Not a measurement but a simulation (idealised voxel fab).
Herein follows the process module entitled voxel wiring stack.
The figure presents cross-section cut, which has a width of 295 nm and is divided into square cells with an edge length of 5 nm.
If you're reading a cross-section in this doc, picture square cells in a grid; it comes to you as bands, top ones listed first down to the bottom, and a band can be one or more rows of cells.
Read a band's entry like this: the first values are the height of its top and the height of its bottom in nm, and what follows is the sequence of materials from left to right, each with its width in nm. Note that "empty" is empty space, and that a single material marked "full width" reaches across the band from edge to edge.
Measure heights from 0. That's the level where, below it, the as-received wafer is all one material. The lowest band is bottomless and extends downward; write it as in "0..down".
It should be noted that a width expressed as "30->40" varies in equal increments from row to row of cells within the band, taking the value of the first number at the top row and that of the second number at the bottom row.
A step reported as "identical to before" is a step in which no cell of the cross-section changed.
The entry "Enclosed void catalog" lists the empty spaces that cover at least 8 cells and have no open path to the top. Each is written as width x height at distance, where the distance is measured from the left edge and all three values are in nm.
Where a step's line continues beyond its settings, the continuation is a remark by the simulator itself on that step.
Regarding "overlay nm": on a step with a mask, it is the distance the mask lay to the right of its planned place; a negative value places it to the left.

The following list gives the planned process steps:
| 1 | RECEIVE (material Si) |
| 2 | CONFORMAL_DEP (material SiO2; thk nm 15) |
| 3 | CONFORMAL_DEP (material SiN; thk nm 5) |
| 4 | DIRECTIONAL_DEP (material lowk; thk nm 15) |
| 5 | PATTERN (tone open; mask id METAL_1; material resist; width nm 25; pitch nm 55; thk nm 15; overlay nm 0) |
| 6 | DIRECTIONAL_ETCH (etch materials lowk; depth nm 15) |
| 7 | DIRECTIONAL_ETCH (etch materials SiN; depth nm 5) |
| 8 | STRIP (etch materials resist) |
| 9 | CONFORMAL_DEP (material TiN; thk nm 5) |
| 10 | FILL_DEP (material Cu; thk nm 10) |
| 11 | CMP (height nm 35) |
| 12 | CONFORMAL_DEP (material SiCN; thk nm 5) |
| 13 | DIRECTIONAL_DEP (material lowk; thk nm 10) |
| 14 | PATTERN (tone open; mask id PLUG_1; material resist; width nm 15; pitch nm 55; thk nm 20; overlay nm 0) |
| 15 | DIRECTIONAL_ETCH (etch materials lowk; depth nm 10) |
| 16 | DIRECTIONAL_ETCH (etch materials SiCN; depth nm 5) |
| 17 | STRIP (etch materials resist) |
| 18 | EPI (material Ru; thk nm 10) |
| 19 | EPI (material Ru; thk nm 5) |
| 20 | CONFORMAL_DEP (material SiCN; thk nm 5) |
| 21 | DIRECTIONAL_DEP (material SiO2; thk nm 25) |
| 22 | PATTERN (tone open; mask id METAL_2; material resist; width nm 25; pitch nm 55; thk nm 15; overlay nm 0) |
| 23 | DIRECTIONAL_ETCH (etch materials SiO2; depth nm 25) |
| 24 | DIRECTIONAL_ETCH (etch materials SiCN; depth nm 5) |
| 25 | STRIP (etch materials resist) |
| 26 | CONFORMAL_DEP (material TiN; thk nm 5) |
| 27 | FILL_DEP (material Ru; thk nm 5) |
| 28 | CMP (height nm 80) |
| 29 | CONFORMAL_DEP (material SiCN; thk nm 5) |
| 30 | DIRECTIONAL_DEP (material SiO2; thk nm 20) |
| 31 | MASKED_ETCH (tone open; mask id PLUG_2; width nm 15; pitch nm 110; etch materials SiO2; depth nm 20; overlay nm 0) |
| 32 | MASKED_ETCH (tone open; mask id PLUG_2; width nm 15; pitch nm 110; etch materials SiCN; depth nm 5; overlay nm 0) |
| 33 | EPI (material Ru; thk nm 10) |
| 34 | EPI (material Ru; thk nm 10) |
| 35 | EPI (material Ru; thk nm 5) |
| 36 | CONFORMAL_DEP (material SiCN; thk nm 5) |
| 37 | DIRECTIONAL_DEP (material lowk; thk nm 20) |
| 38 | MASKED_ETCH (tone open; mask id METAL_3; width nm 25; pitch nm 55; etch materials lowk; depth nm 20; overlay nm 0) |
| 39 | MASKED_ETCH (tone open; mask id METAL_3; width nm 25; pitch nm 55; etch materials SiCN; depth nm 5; overlay nm 0) |
| 40 | CONFORMAL_DEP (material TiN; thk nm 5) |
| 41 | FILL_DEP (material W; thk nm 10) |
| 42 | CMP (height nm 130) |
| 43 | CONFORMAL_DEP (material SiCN; thk nm 5) |
| 44 | DIRECTIONAL_DEP (material SiO2; thk nm 35) |
| 45 | MASKED_ETCH (tone open; mask id METAL_4_HOLES; width nm 15; pitch nm 55; etch materials SiO2; depth nm 35; overlay nm 0) |
| 46 | PATTERN (tone open; mask id METAL_4; material resist; width nm 25; pitch nm 55; thk nm 20; overlay nm 0) |
| 47 | DIRECTIONAL_ETCH (etch materials SiO2; depth nm 20) |
| 48 | DIRECTIONAL_ETCH (etch materials SiCN; depth nm 5) |
| 49 | STRIP (etch materials resist) |
| 50 | CONFORMAL_DEP (material TiN; thk nm 5) |
| 51 | FILL_DEP (material Ru; thk nm 10) |
| 52 | CMP (height nm 170) |
| 53 | CONFORMAL_DEP (material SiCN; thk nm 5) |

The first wafer of two, processed as planned:

As received (post step 1): cross-section:
- 0..down = Si full width
- Enclosed void catalog: none

Wafer section view after processing step 2:
- 15..0 = SiO2 full width
- Note: structure below 0 unchanged.

Wafer section view after processing step 3:
- 20..15 = SiN full width
- Note: structure below 15 unchanged.

Wafer section view after processing step 4:
- 35..20 = lowk full width
- Note: structure below 20 unchanged.

Wafer section view after processing step 5:
- 50..35 = 80 nm resist  25 nm empty  30 nm resist  25 nm empty  30 nm resist  25 nm empty  80 nm resist
- Note: structure below 35 unchanged.

Wafer section view after processing step 6:
- 50..35 = 80 nm resist  25 nm empty  30 nm resist  25 nm empty  30 nm resist  25 nm empty  80 nm resist
- 35..20 = 80 nm lowk  25 nm empty  30 nm lowk  25 nm empty  30 nm lowk  25 nm empty  80 nm lowk
- Note: structure below 20 unchanged.

Wafer section view after processing step 7:
- 50..35 = 80 nm resist  25 nm empty  30 nm resist  25 nm empty  30 nm resist  25 nm empty  80 nm resist
- 35..20 = 80 nm lowk  25 nm empty  30 nm lowk  25 nm empty  30 nm lowk  25 nm empty  80 nm lowk
- 20..15 = 80 nm SiN  25 nm empty  30 nm SiN  25 nm empty  30 nm SiN  25 nm empty  80 nm SiN
- Note: structure below 15 unchanged.

Wafer section view after processing step 8:
- 35..20 = 80 nm lowk  25 nm empty  30 nm lowk  25 nm empty  30 nm lowk  25 nm empty  80 nm lowk
- Note: structure below 20 unchanged.

Wafer section view after processing step 9:
- 40..35 = 85 nm TiN  15 nm empty  40 nm TiN  15 nm empty  40 nm TiN  15 nm empty  85 nm TiN
- 35..20 = 80 nm lowk  5 nm TiN  15 nm empty  5 nm TiN  30 nm lowk  5 nm TiN  15 nm empty  5 nm TiN  30 nm lowk  5 nm TiN  15 nm empty  5 nm TiN  80 nm lowk
- 20..15 = 80 nm SiN  25 nm TiN  30 nm SiN  25 nm TiN  30 nm SiN  25 nm TiN  80 nm SiN
- Note: structure below 15 unchanged.

Wafer section view after processing step 10:
- 50..40 = Cu full width
- 40..35 = 85 nm TiN  15 nm Cu  40 nm TiN  15 nm Cu  40 nm TiN  15 nm Cu  85 nm TiN
- 35..20 = 80 nm lowk  5 nm TiN  15 nm Cu  5 nm TiN  30 nm lowk  5 nm TiN  15 nm Cu  5 nm TiN  30 nm lowk  5 nm TiN  15 nm Cu  5 nm TiN  80 nm lowk
- Note: structure below 20 unchanged.

Wafer section view after processing step 11:
- 35..20 = 80 nm lowk  5 nm TiN  15 nm Cu  5 nm TiN  30 nm lowk  5 nm TiN  15 nm Cu  5 nm TiN  30 nm lowk  5 nm TiN  15 nm Cu  5 nm TiN  80 nm lowk
- Note: structure below 20 unchanged.

Wafer section view after processing step 12:
- 40..35 = SiCN full width
- Note: structure below 35 unchanged.

Wafer section view after processing step 13:
- 50..40 = lowk full width
- Note: structure below 40 unchanged.

Wafer section view after processing step 14:
- 70..50 = 80 nm resist  15 nm empty  40 nm resist  15 nm empty  40 nm resist  15 nm empty  90 nm resist
- Note: structure below 50 unchanged.

Wafer section view after processing step 15:
- 70..50 = 80 nm resist  15 nm empty  40 nm resist  15 nm empty  40 nm resist  15 nm empty  90 nm resist
- 50..40 = 80 nm lowk  15 nm empty  40 nm lowk  15 nm empty  40 nm lowk  15 nm empty  90 nm lowk
- Note: structure below 40 unchanged.

Wafer section view after processing step 16:
- 70..50 = 80 nm resist  15 nm empty  40 nm resist  15 nm empty  40 nm resist  15 nm empty  90 nm resist
- 50..40 = 80 nm lowk  15 nm empty  40 nm lowk  15 nm empty  40 nm lowk  15 nm empty  90 nm lowk
- 40..35 = 80 nm SiCN  15 nm empty  40 nm SiCN  15 nm empty  40 nm SiCN  15 nm empty  90 nm SiCN
- Note: structure below 35 unchanged.

Wafer section view after processing step 17:
- 50..40 = 80 nm lowk  15 nm empty  40 nm lowk  15 nm empty  40 nm lowk  15 nm empty  90 nm lowk
- Note: structure below 40 unchanged.

Wafer section view after processing step 18:
- 50..45 = 80 nm lowk  15 nm empty  40 nm lowk  15 nm empty  40 nm lowk  15 nm empty  90 nm lowk
- 45..40 = 80 nm lowk  15 nm Ru  40 nm lowk  15 nm Ru  40 nm lowk  15 nm Ru  90 nm lowk
- 40..35 = 80 nm SiCN  15 nm Ru  40 nm SiCN  15 nm Ru  40 nm SiCN  15 nm Ru  90 nm SiCN
- Note: structure below 35 unchanged.

Wafer section view after processing step 19:
- 50..40 = 80 nm lowk  15 nm Ru  40 nm lowk  15 nm Ru  40 nm lowk  15 nm Ru  90 nm lowk
- Note: structure below 40 unchanged.

Wafer section view after processing step 20:
- 55..50 = SiCN full width
- Note: structure below 50 unchanged.

Wafer section view after processing step 21:
- 80..55 = SiO2 full width
- Note: structure below 55 unchanged.

Wafer section view after processing step 22:
- 95..80 = 80 nm resist  25 nm empty  30 nm resist  25 nm empty  30 nm resist  25 nm empty  80 nm resist
- Note: structure below 80 unchanged.

Wafer section view after processing step 23:
- 95..80 = 80 nm resist  25 nm empty  30 nm resist  25 nm empty  30 nm resist  25 nm empty  80 nm resist
- 80..55 = 80 nm SiO2  25 nm empty  30 nm SiO2  25 nm empty  30 nm SiO2  25 nm empty  80 nm SiO2
- Note: structure below 55 unchanged.

Wafer section view after processing step 24:
- 95..80 = 80 nm resist  25 nm empty  30 nm resist  25 nm empty  30 nm resist  25 nm empty  80 nm resist
- 80..55 = 80 nm SiO2  25 nm empty  30 nm SiO2  25 nm empty  30 nm SiO2  25 nm empty  80 nm SiO2
- 55..50 = 80 nm SiCN  25 nm empty  30 nm SiCN  25 nm empty  30 nm SiCN  25 nm empty  80 nm SiCN
- Note: structure below 50 unchanged.

Wafer section view after processing step 25:
- 80..55 = 80 nm SiO2  25 nm empty  30 nm SiO2  25 nm empty  30 nm SiO2  25 nm empty  80 nm SiO2
- Note: structure below 55 unchanged.

Wafer section view after processing step 26:
- 85..80 = 85 nm TiN  15 nm empty  40 nm TiN  15 nm empty  40 nm TiN  15 nm empty  85 nm TiN
- 80..55 = 80 nm SiO2  5 nm TiN  15 nm empty  5 nm TiN  30 nm SiO2  5 nm TiN  15 nm empty  5 nm TiN  30 nm SiO2  5 nm TiN  15 nm empty  5 nm TiN  80 nm SiO2
- 55..50 = 80 nm SiCN  25 nm TiN  30 nm SiCN  25 nm TiN  30 nm SiCN  25 nm TiN  80 nm SiCN
- Note: structure below 50 unchanged.

Wafer section view after processing step 27:
- 90..85 = Ru full width
- 85..80 = 85 nm TiN  15 nm Ru  40 nm TiN  15 nm Ru  40 nm TiN  15 nm Ru  85 nm TiN
- 80..55 = 80 nm SiO2  5 nm TiN  15 nm Ru  5 nm TiN  30 nm SiO2  5 nm TiN  15 nm Ru  5 nm TiN  30 nm SiO2  5 nm TiN  15 nm Ru  5 nm TiN  80 nm SiO2
- Note: structure below 55 unchanged.

Wafer section view after processing step 28:
- 80..55 = 80 nm SiO2  5 nm TiN  15 nm Ru  5 nm TiN  30 nm SiO2  5 nm TiN  15 nm Ru  5 nm TiN  30 nm SiO2  5 nm TiN  15 nm Ru  5 nm TiN  80 nm SiO2
- Note: structure below 55 unchanged.

Wafer section view after processing step 29:
- 85..80 = SiCN full width
- Note: structure below 80 unchanged.

Wafer section view after processing step 30:
- 105..85 = SiO2 full width
- Note: structure below 85 unchanged.

Wafer section view after processing step 31:
- 105..85 = 80 nm SiO2  15 nm empty  95 nm SiO2  15 nm empty  90 nm SiO2
- Note: structure below 85 unchanged.

Wafer section view after processing step 32:
- 105..85 = 80 nm SiO2  15 nm empty  95 nm SiO2  15 nm empty  90 nm SiO2
- 85..80 = 80 nm SiCN  15 nm empty  95 nm SiCN  15 nm empty  90 nm SiCN
- Note: structure below 80 unchanged.

Wafer section view after processing step 33:
- 105..90 = 80 nm SiO2  15 nm empty  95 nm SiO2  15 nm empty  90 nm SiO2
- 90..85 = 80 nm SiO2  15 nm Ru  95 nm SiO2  15 nm Ru  90 nm SiO2
- 85..80 = 80 nm SiCN  15 nm Ru  95 nm SiCN  15 nm Ru  90 nm SiCN
- Note: structure below 80 unchanged.

Wafer section view after processing step 34:
- 105..100 = 80 nm SiO2  15 nm empty  95 nm SiO2  15 nm empty  90 nm SiO2
- 100..85 = 80 nm SiO2  15 nm Ru  95 nm SiO2  15 nm Ru  90 nm SiO2
- Note: structure below 85 unchanged.

Wafer section view after processing step 35:
- 105..85 = 80 nm SiO2  15 nm Ru  95 nm SiO2  15 nm Ru  90 nm SiO2
- Note: structure below 85 unchanged.

Wafer section view after processing step 36:
- 110..105 = SiCN full width
- Note: structure below 105 unchanged.

Wafer section view after processing step 37:
- 130..110 = lowk full width
- Note: structure below 110 unchanged.

Wafer section view after processing step 38:
- 130..110 = 80 nm lowk  25 nm empty  30 nm lowk  25 nm empty  30 nm lowk  25 nm empty  80 nm lowk
- Note: structure below 110 unchanged.

Wafer section view after processing step 39:
- 130..110 = 80 nm lowk  25 nm empty  30 nm lowk  25 nm empty  30 nm lowk  25 nm empty  80 nm lowk
- 110..105 = 80 nm SiCN  25 nm empty  30 nm SiCN  25 nm empty  30 nm SiCN  25 nm empty  80 nm SiCN
- Note: structure below 105 unchanged.

Wafer section view after processing step 40:
- 135..130 = 85 nm TiN  15 nm empty  40 nm TiN  15 nm empty  40 nm TiN  15 nm empty  85 nm TiN
- 130..110 = 80 nm lowk  5 nm TiN  15 nm empty  5 nm TiN  30 nm lowk  5 nm TiN  15 nm empty  5 nm TiN  30 nm lowk  5 nm TiN  15 nm empty  5 nm TiN  80 nm lowk
- 110..105 = 80 nm SiCN  25 nm TiN  30 nm SiCN  25 nm TiN  30 nm SiCN  25 nm TiN  80 nm SiCN
- Note: structure below 105 unchanged.

Wafer section view after processing step 41:
- 145..135 = W full width
- 135..130 = 85 nm TiN  15 nm W  40 nm TiN  15 nm W  40 nm TiN  15 nm W  85 nm TiN
- 130..110 = 80 nm lowk  5 nm TiN  15 nm W  5 nm TiN  30 nm lowk  5 nm TiN  15 nm W  5 nm TiN  30 nm lowk  5 nm TiN  15 nm W  5 nm TiN  80 nm lowk
- Note: structure below 110 unchanged.

Wafer section view after processing step 42:
- 130..110 = 80 nm lowk  5 nm TiN  15 nm W  5 nm TiN  30 nm lowk  5 nm TiN  15 nm W  5 nm TiN  30 nm lowk  5 nm TiN  15 nm W  5 nm TiN  80 nm lowk
- Note: structure below 110 unchanged.

Wafer section view after processing step 43:
- 135..130 = SiCN full width
- Note: structure below 130 unchanged.

Wafer section view after processing step 44:
- 170..135 = SiO2 full width
- Note: structure below 135 unchanged.

Wafer section view after processing step 45:
- 170..135 = 80 nm SiO2  15 nm empty  40 nm SiO2  15 nm empty  40 nm SiO2  15 nm empty  90 nm SiO2
- Note: structure below 135 unchanged.

Wafer section view after processing step 46:
- 190..170 = 80 nm resist  25 nm empty  30 nm resist  25 nm empty  30 nm resist  25 nm empty  80 nm resist
- Note: structure below 170 unchanged.

Wafer section view after processing step 47:
- 190..170 = 80 nm resist  25 nm empty  30 nm resist  25 nm empty  30 nm resist  25 nm empty  80 nm resist
- 170..150 = 80 nm SiO2  25 nm empty  30 nm SiO2  25 nm empty  30 nm SiO2  25 nm empty  80 nm SiO2
- Note: structure below 150 unchanged.

Wafer section view after processing step 48:
- 190..170 = 80 nm resist  25 nm empty  30 nm resist  25 nm empty  30 nm resist  25 nm empty  80 nm resist
- 170..150 = 80 nm SiO2  25 nm empty  30 nm SiO2  25 nm empty  30 nm SiO2  25 nm empty  80 nm SiO2
- 150..135 = 80 nm SiO2  15 nm empty  40 nm SiO2  15 nm empty  40 nm SiO2  15 nm empty  90 nm SiO2
- 135..130 = 80 nm SiCN  15 nm empty  40 nm SiCN  15 nm empty  40 nm SiCN  15 nm empty  90 nm SiCN
- Note: structure below 130 unchanged.

Wafer section view after processing step 49:
- 170..150 = 80 nm SiO2  25 nm empty  30 nm SiO2  25 nm empty  30 nm SiO2  25 nm empty  80 nm SiO2
- Note: structure below 150 unchanged.

Wafer section view after processing step 50:
- 175..170 = 85 nm TiN  15 nm empty  40 nm TiN  15 nm empty  40 nm TiN  15 nm empty  85 nm TiN
- 170..155 = 80 nm SiO2  5 nm TiN  15 nm empty  5 nm TiN  30 nm SiO2  5 nm TiN  15 nm empty  5 nm TiN  30 nm SiO2  5 nm TiN  15 nm empty  5 nm TiN  80 nm SiO2
- 155..150 = 80 nm SiO2  5 nm TiN  5 nm empty  15 nm TiN  30 nm SiO2  5 nm TiN  5 nm empty  15 nm TiN  30 nm SiO2  5 nm TiN  5 nm empty  15 nm TiN  80 nm SiO2
- 150..135 = 80 nm SiO2  5 nm TiN  5 nm empty  5 nm TiN  40 nm SiO2  5 nm TiN  5 nm empty  5 nm TiN  40 nm SiO2  5 nm TiN  5 nm empty  5 nm TiN  90 nm SiO2
- 135..130 = 80 nm SiCN  15 nm TiN  40 nm SiCN  15 nm TiN  40 nm SiCN  15 nm TiN  90 nm SiCN
- Note: structure below 130 unchanged.

Wafer section view after processing step 51:
- 185..175 = Ru full width
- 175..170 = 85 nm TiN  15 nm Ru  40 nm TiN  15 nm Ru  40 nm TiN  15 nm Ru  85 nm TiN
- 170..155 = 80 nm SiO2  5 nm TiN  15 nm Ru  5 nm TiN  30 nm SiO2  5 nm TiN  15 nm Ru  5 nm TiN  30 nm SiO2  5 nm TiN  15 nm Ru  5 nm TiN  80 nm SiO2
- 155..150 = 80 nm SiO2  5 nm TiN  5 nm Ru  15 nm TiN  30 nm SiO2  5 nm TiN  5 nm Ru  15 nm TiN  30 nm SiO2  5 nm TiN  5 nm Ru  15 nm TiN  80 nm SiO2
- 150..135 = 80 nm SiO2  5 nm TiN  5 nm Ru  5 nm TiN  40 nm SiO2  5 nm TiN  5 nm Ru  5 nm TiN  40 nm SiO2  5 nm TiN  5 nm Ru  5 nm TiN  90 nm SiO2
- Note: structure below 135 unchanged.

Wafer section view after processing step 52:
- 170..155 = 80 nm SiO2  5 nm TiN  15 nm Ru  5 nm TiN  30 nm SiO2  5 nm TiN  15 nm Ru  5 nm TiN  30 nm SiO2  5 nm TiN  15 nm Ru  5 nm TiN  80 nm SiO2
- Note: structure below 155 unchanged.

Wafer section view after processing step 53:
- 175..170 = SiCN full width
- Note: structure below 170 unchanged.

Companion wafer, the second of two: same beginning, same intended sequence, one mistake in carrying it out; through step 46 inclusive it tracks the first exactly:

Cross-section of the second wafer when, according to plan, step 47 should have finished:
- 190..170 = 80 nm resist  25 nm empty  30 nm resist  25 nm empty  30 nm resist  25 nm empty  80 nm resist
- 170..135 = 80 nm SiO2  25 nm empty  30 nm SiO2  25 nm empty  30 nm SiO2  25 nm empty  80 nm SiO2
- Note: structure below 135 unchanged.

Cross-section of the second wafer when, according to plan, step 48 should have finished:
- 190..170 = 80 nm resist  25 nm empty  30 nm resist  25 nm empty  30 nm resist  25 nm empty  80 nm resist
- 170..135 = 80 nm SiO2  25 nm empty  30 nm SiO2  25 nm empty  30 nm SiO2  25 nm empty  80 nm SiO2
- 135..130 = 80 nm SiCN  25 nm empty  30 nm SiCN  25 nm empty  30 nm SiCN  25 nm empty  80 nm SiCN
- Note: structure below 130 unchanged.

Cross-section of the second wafer when, according to plan, step 49 should have finished:
- 170..135 = 80 nm SiO2  25 nm empty  30 nm SiO2  25 nm empty  30 nm SiO2  25 nm empty  80 nm SiO2
- Note: structure below 135 unchanged.

Cross-section of the second wafer when, according to plan, step 50 should have finished:
- 175..170 = 85 nm TiN  15 nm empty  40 nm TiN  15 nm empty  40 nm TiN  15 nm empty  85 nm TiN
- 170..135 = 80 nm SiO2  5 nm TiN  15 nm empty  5 nm TiN  30 nm SiO2  5 nm TiN  15 nm empty  5 nm TiN  30 nm SiO2  5 nm TiN  15 nm empty  5 nm TiN  80 nm SiO2
- 135..130 = 80 nm SiCN  25 nm TiN  30 nm SiCN  25 nm TiN  30 nm SiCN  25 nm TiN  80 nm SiCN
- Note: structure below 130 unchanged.

Cross-section of the second wafer when, according to plan, step 51 should have finished:
- 185..175 = Ru full width
- 175..170 = 85 nm TiN  15 nm Ru  40 nm TiN  15 nm Ru  40 nm TiN  15 nm Ru  85 nm TiN
- 170..135 = 80 nm SiO2  5 nm TiN  15 nm Ru  5 nm TiN  30 nm SiO2  5 nm TiN  15 nm Ru  5 nm TiN  30 nm SiO2  5 nm TiN  15 nm Ru  5 nm TiN  80 nm SiO2
- Note: structure below 135 unchanged.

Cross-section of the second wafer when, according to plan, step 52 should have finished:
- 170..135 = 80 nm SiO2  5 nm TiN  15 nm Ru  5 nm TiN  30 nm SiO2  5 nm TiN  15 nm Ru  5 nm TiN  30 nm SiO2  5 nm TiN  15 nm Ru  5 nm TiN  80 nm SiO2
- Note: structure below 135 unchanged.

Cross-section of the second wafer when, according to plan, step 53 should have finished:
- 175..170 = SiCN full width
- Note: structure below 170 unchanged.
Misprocessing identified: the plan's step 47 ran twice
Looking at both finished wafers in cells, the second ends up ahead of or behind the first on some materials: 24 more of Ru; 6 fewer of SiCN; 18 fewer of SiO2
